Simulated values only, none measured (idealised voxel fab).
process module | voxel self aligned vias
cross-section cut | 175 nm wide | cells 5 nm
A cross-section is a grid of square cells, given in bands from the top down. A band is one or more rows of cells.
Each band's line starts with the height of the band's top and of its bottom, in nm. Then come its materials from left to right, each with its width in nm. One material with "throughout" fills the band from edge to edge. "air" is empty space.
Height 0 is the level under which the wafer as received is all one material. The lowest band goes on downwards, as in "0 down".
A width such as "30 to 40" changes by the same amount from each row of cells to the next, from the band's top row to its bottom row.
"no change" after a step means that no cell of the cross-section changed.
closed voids: empty space of 8 cells or more with no open way to the top, each as width x height at its distance from the left edge, in nm
after a step's settings: what the simulator itself notes on the step
overlay nm, on a step with a mask: how far to the right of its planned place the mask lay; to the left if negative
plan
1 op RECEIVE | material Si
2 op CONFORMAL_DEP | material SiO2 | thk nm 15
3 op CONFORMAL_DEP | material SiCN | thk nm 5
4 op DIRECTIONAL_DEP | material SiO2 | thk nm 20
5 op DIRECTIONAL_DEP | material aC | thk nm 15
6 op PATTERN | tone open | mask id LINES | material resist | width nm 30 | pitch nm 70 | thk nm 35 | overlay nm 0
7 op DIRECTIONAL_ETCH | etch materials aC | depth nm 15
8 op STRIP | etch materials resist
9 op DIRECTIONAL_ETCH | etch materials SiO2 | depth nm 20
10 op STRIP | etch materials aC
11 op CONFORMAL_DEP | material TiN | thk nm 5
12 op FILL_DEP | material Ru | thk nm 10
13 op CMP | height nm 40
14 op SELECTIVE_ETCH | etch materials W Ru TiN | depth nm 10
15 op FILL_DEP | material SiN | thk nm 5
16 op CMP | height nm 40
17 op DIRECTIONAL_DEP | material SiO2 | thk nm 15
18 op DIRECTIONAL_DEP | material aC | thk nm 10
19 op PATTERN | tone open | mask id VIAS | material resist | width nm 50 | thk nm 30 | overlay nm 0
20 op DIRECTIONAL_ETCH | etch materials aC | depth nm 10
21 op STRIP | etch materials resist
22 op DIRECTIONAL_ETCH | etch materials SiO2 | depth nm 15
23 op DIRECTIONAL_ETCH | etch materials SiN | depth nm 10
24 op STRIP | etch materials aC
25 op CONFORMAL_DEP | material TiN | thk nm 5
26 op FILL_DEP | material W | thk nm 10
27 op CMP | height nm 55
28 op CONFORMAL_DEP | material SiN | thk nm 5
first wafer, as planned
as received, after step 1
  0 down: Si throughout
  closed voids: none
after step 2
  15 to 0: SiO2 throughout
  below 0: unchanged
after step 3
  20 to 15: SiCN throughout
  below 15: unchanged
after step 4
  40 to 20: SiO2 throughout
  below 20: unchanged
after step 5
  55 to 40: aC throughout
  below 40: unchanged
after step 6
  90 to 55: resist 35 | air 30 | resist 40 | air 30 | resist 40
  below 55: unchanged
after step 7
  75 to 55: resist 35 | air 30 | resist 40 | air 30 | resist 40
  55 to 40: aC 35 | air 30 | aC 40 | air 30 | aC 40
  below 40: unchanged
after step 8
  55 to 40: aC 35 | air 30 | aC 40 | air 30 | aC 40
  below 40: unchanged
after step 9
  55 to 40: aC 35 | air 30 | aC 40 | air 30 | aC 40
  40 to 20: SiO2 35 | air 30 | SiO2 40 | air 30 | SiO2 40
  below 20: unchanged
after step 10
  40 to 20: SiO2 35 | air 30 | SiO2 40 | air 30 | SiO2 40
  below 20: unchanged
after step 11
  45 to 40: TiN 40 | air 20 | TiN 50 | air 20 | TiN 45
  40 to 25: SiO2 35 | TiN 5 | air 20 | TiN 5 | SiO2 40 | TiN 5 | air 20 | TiN 5 | SiO2 40
  25 to 20: SiO2 35 | TiN 30 | SiO2 40 | TiN 30 | SiO2 40
  below 20: unchanged
after step 12
  55 to 45: Ru throughout
  45 to 40: TiN 40 | Ru 20 | TiN 50 | Ru 20 | TiN 45
  40 to 25: SiO2 35 | TiN 5 | Ru 20 | TiN 5 | SiO2 40 | TiN 5 | Ru 20 | TiN 5 | SiO2 40
  below 25: unchanged
after step 13
  40 to 25: SiO2 35 | TiN 5 | Ru 20 | TiN 5 | SiO2 40 | TiN 5 | Ru 20 | TiN 5 | SiO2 40
  below 25: unchanged
after step 14
  40 to 30: SiO2 35 | air 30 | SiO2 40 | air 30 | SiO2 40
  below 30: unchanged
after step 15
  45 to 40: SiN throughout
  40 to 30: SiO2 35 | SiN 30 | SiO2 40 | SiN 30 | SiO2 40
  below 30: unchanged
after step 16
  40 to 30: SiO2 35 | SiN 30 | SiO2 40 | SiN 30 | SiO2 40
  below 30: unchanged
after step 17
  55 to 40: SiO2 throughout
  below 40: unchanged
after step 18
  65 to 55: aC throughout
  below 55: unchanged
after step 19
  95 to 65: resist 25 | air 50 | resist 100
  below 65: unchanged
after step 20
  85 to 65: resist 25 | air 50 | resist 100
  65 to 55: aC 25 | air 50 | aC 100
  below 55: unchanged
after step 21
  65 to 55: aC 25 | air 50 | aC 100
  below 55: unchanged
after step 22
  65 to 55: aC 25 | air 50 | aC 100
  55 to 40: SiO2 25 | air 50 | SiO2 100
  below 40: unchanged
after step 23
  65 to 55: aC 25 | air 50 | aC 100
  55 to 40: SiO2 25 | air 50 | SiO2 100
  40 to 30: SiO2 35 | air 30 | SiO2 40 | SiN 30 | SiO2 40
  below 30: unchanged
after step 24
  55 to 40: SiO2 25 | air 50 | SiO2 100
  below 40: unchanged
after step 25
  60 to 55: TiN 30 | air 40 | TiN 105
  55 to 45: SiO2 25 | TiN 5 | air 40 | TiN 5 | SiO2 100
  45 to 40: SiO2 25 | TiN 15 | air 20 | TiN 15 | SiO2 100
  40 to 35: SiO2 35 | TiN 5 | air 20 | TiN 5 | SiO2 40 | SiN 30 | SiO2 40
  35 to 30: SiO2 35 | TiN 30 | SiO2 40 | SiN 30 | SiO2 40
  below 30: unchanged
after step 26
  70 to 60: W throughout
  60 to 55: TiN 30 | W 40 | TiN 105
  55 to 45: SiO2 25 | TiN 5 | W 40 | TiN 5 | SiO2 100
  45 to 40: SiO2 25 | TiN 15 | W 20 | TiN 15 | SiO2 100
  40 to 35: SiO2 35 | TiN 5 | W 20 | TiN 5 | SiO2 40 | SiN 30 | SiO2 40
  below 35: unchanged
after step 27
  55 to 45: SiO2 25 | TiN 5 | W 40 | TiN 5 | SiO2 100
  below 45: unchanged
after step 28
  60 to 55: SiN throughout
  below 55: unchanged
second wafer: like start, like plan, one mistake. Through step 27 it matches the first wafer
when step 28 should have ended
  60 to 55: SiCN throughout
  below 55: unchanged
what went wrong: step 28 ran as: op CONFORMAL_DEP | material SiCN | thk nm 5
at the end the second wafer has, in cells: 35 more of SiCN | 35 fewer of SiN
